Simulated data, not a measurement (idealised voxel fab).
Process module in this document: voxel self aligned contacts
cross-section cut | 270 nm wide | cells 5 nm
In what follows, cross-sections appear as grids of square cells, described through bands that run from the top down, where every band is one or more rows of cells. First you get the band's top height and its bottom height, in nm, and then the materials it's made of, left to right, with each width in nm. If you see a single material with "full width", that one covers the band edge to edge. "empty" is empty space. Height is counted from the level 0, under which the received wafer is composed throughout of one material. The lowest of the bands is not closed at the bottom but continues downward, in the notation "0 down". With a width like "30->40", each row of cells in the band differs from the next by the same amount, the top row carrying the first number and the bottom row the second. Where a step carries "same as before", the cross-section came out of it unchanged, cell for cell. The list in "Internal closed voids" covers empty spaces of 8 cells or more that cannot reach the top through any open way, and it gives each as width x height at distance; the distance is from the left edge, and width, height and distance are in nm. Note: text after step settings on the step line = simulator remark on that step. overlay nm: mask right of planned place by this much (step with mask). Neg. = left.

## Planned process steps
1,RECEIVE | material Si
2,OXIDIZE | depth nm 5
3,DIRECTIONAL_DEP | material polySi | thk nm 30
4,DIRECTIONAL_DEP | material SiN | thk nm 20
5,DIRECTIONAL_DEP | material aC | thk nm 10
6,PATTERN | tone cover | mask id GATE | material resist | width nm 35 | pitch nm 70 | thk nm 25 | overlay nm 0
7,DIRECTIONAL_ETCH | etch materials aC | depth nm 10
8,STRIP | etch materials resist
9,DIRECTIONAL_ETCH | etch materials SiN | depth nm 20
10,DIRECTIONAL_ETCH | etch materials polySi | depth nm 30
11,STRIP | etch materials aC
12,CONFORMAL_DEP | material SiN | thk nm 10
13,DIRECTIONAL_ETCH | etch materials SiN | depth nm 10
14,FILL_DEP | material SiO2 | thk nm 15
15,CMP | height nm 60
16,PATTERN | tone open | mask id CONTACT | material resist | width nm 45 | pitch nm 70 | thk nm 15 | overlay nm 0
17,DIRECTIONAL_ETCH | etch materials SiO2 | depth nm 65
18,STRIP | etch materials resist
19,CONFORMAL_DEP | material TiN | thk nm 5
20,FILL_DEP | material Ru | thk nm 5
21,CMP | height nm 60
22,CONFORMAL_DEP | material SiN | thk nm 5

## Here's what the wafer looked like in cross-section when it arrived - that's after step 1
* 0 down: Si full width
* Internal closed voids: none

## Final wafer profile in cross-section after the module, from the same start and plan as above, with one mistake made during processing
* 65 to 60: SiN full width
* 60 to 50: 75 nm SiO2, then 5->20 nm TiN, then 35->5 nm Ru, then 5->20 nm TiN, then 25 nm SiO2, then 5->20 nm TiN, then 35->5 nm Ru, then 5->20 nm TiN, then 80 nm SiO2
* 50 to 25: 35 nm SiO2, then 10 nm SiN, then 35 nm polySi, then 10 nm SiN, then 5 nm TiN, then 5 nm Ru, then 5 nm TiN, then 10 nm SiN, then 35 nm polySi, then 10 nm SiN, then 5 nm TiN, then 5 nm Ru, then 5 nm TiN, then 10 nm SiN, then 35 nm polySi, then 10 nm SiN, then 40 nm SiO2
* 25 to 20: 35 nm SiO2, then 10 nm SiN, then 35 nm polySi, then 10 nm SiN, then 15 nm TiN, then 10 nm SiN, then 35 nm polySi, then 10 nm SiN, then 15 nm TiN, then 10 nm SiN, then 35 nm polySi, then 10 nm SiN, then 40 nm SiO2
* 20 to 0: SiN full width
* 0 to -5: SiO2 full width
* -5 down: Si full width
* Internal closed voids: none
Run error: the executed order of steps 3 and 4 is the reverse of that specified in the plan, each step having taken the other's position
